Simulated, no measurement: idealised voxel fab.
process module | voxel self aligned vias
Each square cell in cross-section cut measures 5 nm, and the section as a whole is 205 nm wide.
How to read a cross-section here: the picture is a grid of square cells, written as bands going from the top down, and any band can span one or more rows of cells.
Band: top height; bottom height; in nm. Then, left to right: material with width in nm, for each material. "everywhere": a single material spanning edge to edge. "air": empty space.
Height datum 0, below which the as-received substrate wafer is one material. Lowest band open at the bottom, running downward: "top 0, no bottom".
Read "30->40" as a graded width: first number on top, second number at the bottom, same change between each pair of neighbouring rows.
"left unchanged" after a step means that no cell of the cross-section changed.
Under "Closed void entries" you'll find the enclosed gaps, the ones with no way out to the top, that are 8 cells or bigger; each reads width x height at distance, with distance counted from the left edge, everything in nm.
Whatever follows a step's settings on its line is a remark the simulator itself makes about that step.
When a step includes a mask, the "overlay nm" setting on its line states how far to the right of its planned place that mask lay, and negative values state how far to the left.

STEPS IN THE PROCESS PLAN
1: RECEIVE, material Si
2: CONFORMAL_DEP, material SiO2, thk nm 10
3: CONFORMAL_DEP, material SiCN, thk nm 5
4: DIRECTIONAL_DEP, material lowk, thk nm 30
5: DIRECTIONAL_DEP, material aC, thk nm 10
6: PATTERN, tone open, mask id LINES, material resist, width nm 15, pitch nm 60, thk nm 25, overlay nm 0
7: DIRECTIONAL_ETCH, etch materials aC, depth nm 10
8: STRIP, etch materials resist
9: DIRECTIONAL_ETCH, etch materials lowk, depth nm 30
10: STRIP, etch materials aC
11: CONFORMAL_DEP, material TiN, thk nm 5
12: FILL_DEP, material W, thk nm 5
13: CMP, height nm 45
14: SELECTIVE_ETCH, etch materials W Ru TiN, depth nm 10
15: FILL_DEP, material SiN, thk nm 10
16: CMP, height nm 45
17: DIRECTIONAL_DEP, material lowk, thk nm 15
18: PATTERN, tone open, mask id VIAS, material resist, width nm 45, pitch nm 60, thk nm 15, overlay nm 0
19: DIRECTIONAL_ETCH, etch materials lowk, depth nm 15
20: DIRECTIONAL_ETCH, etch materials SiN, depth nm 10
21: STRIP, etch materials resist
22: CONFORMAL_DEP, material TiN, thk nm 5
23: FILL_DEP, material Ru, thk nm 10
24: CMP, height nm 60
25: CONFORMAL_DEP, material SiN, thk nm 5
What sets these wafers apart? The width nm at step 6. They all start alike, and the plan carries the first wafer's value.

CUT THROUGH THE FIRST OF SEVERAL WAFERS AS RECEIVED, POST STEP 1
> top 0, no bottom  Si everywhere
> Closed void entries: none

CROSS-SECTION, FIRST OF SEVERAL WAFERS, END OF MODULE, AFTER LAST STEP 25
> top 65, bottom 60  SiN everywhere
> top 60, bottom 50  50 nm lowk; 5 nm TiN; 35 nm Ru; 5 nm TiN; 15 nm lowk; 5 nm TiN; 35 nm Ru; 5 nm TiN; 50 nm lowk
> top 50, bottom 40  50->65 nm lowk; 20->5 nm TiN; 5 nm Ru; 20->5 nm TiN; 15->45 nm lowk; 20->5 nm TiN; 5 nm Ru; 20->5 nm TiN; 50->65 nm lowk
> top 40, bottom 35  65 nm lowk; 15 nm TiN; 45 nm lowk; 15 nm TiN; 65 nm lowk
> top 35, bottom 20  65 nm lowk; 5 nm TiN; 5 nm W; 5 nm TiN; 45 nm lowk; 5 nm TiN; 5 nm W; 5 nm TiN; 65 nm lowk
> top 20, bottom 15  65 nm lowk; 15 nm TiN; 45 nm lowk; 15 nm TiN; 65 nm lowk
> top 15, bottom 10  SiCN everywhere
> top 10, bottom 0  SiO2 everywhere
> top 0, no bottom  Si everywhere
> Closed void entries: none

LAST WAFER, END OF MODULE, CROSS-SECTION
> top 65, bottom 60  SiN everywhere
> top 60, bottom 50  50 nm lowk; 5 nm TiN; 35 nm Ru; 5 nm TiN; 15 nm lowk; 5 nm TiN; 35 nm Ru; 5 nm TiN; 50 nm lowk
> top 50, bottom 40  50->55 nm lowk; 10->5 nm TiN; 30 nm Ru; 5 nm TiN; 15->20 nm lowk; 10->5 nm TiN; 30 nm Ru; 5 nm TiN; 50 nm lowk
> top 40, bottom 35  55 nm lowk; 40 nm TiN; 20 nm lowk; 40 nm TiN; 50 nm lowk
> top 35, bottom 20  55 nm lowk; 5 nm TiN; 30 nm W; 5 nm TiN; 20 nm lowk; 5 nm TiN; 30 nm W; 5 nm TiN; 50 nm lowk
> top 20, bottom 15  55 nm lowk; 40 nm TiN; 20 nm lowk; 40 nm TiN; 50 nm lowk
> top 15, bottom 10  SiCN everywhere
> top 10, bottom 0  SiO2 everywhere
> top 0, no bottom  Si everywhere
> Closed void entries: none

EVERY ROW IN THIS TABLE IS A WAFER AT THE END OF THE MODULE, AND IT GIVES, FOR EACH OF THE MATERIALS, THE CELLS THAT WAFER HAS GAINED (+) OR LOST (-) SINCE IT WAS RECEIVED, THEN ITS CLOSED VOIDS
width nm 15 | +32 Ru | +41 SiCN | +41 SiN | +82 SiO2 | +52 TiN | +6 W | +279 lowk | Closed void entries: none
width nm 20 | +36 Ru | +41 SiCN | +41 SiN | +82 SiO2 | +54 TiN | +12 W | +267 lowk | Closed void entries: none
width nm 25 | +40 Ru | +41 SiCN | +41 SiN | +82 SiO2 | +56 TiN | +18 W | +255 lowk | Closed void entries: none
width nm 30 | +44 Ru | +41 SiCN | +41 SiN | +82 SiO2 | +58 TiN | +24 W | +243 lowk | Closed void entries: none
width nm 35 | +48 Ru | +41 SiCN | +41 SiN | +82 SiO2 | +60 TiN | +30 W | +231 lowk | Closed void entries: none
width nm 40 | +52 Ru | +41 SiCN | +41 SiN | +82 SiO2 | +62 TiN | +36 W | +219 lowk | Closed void entries: none
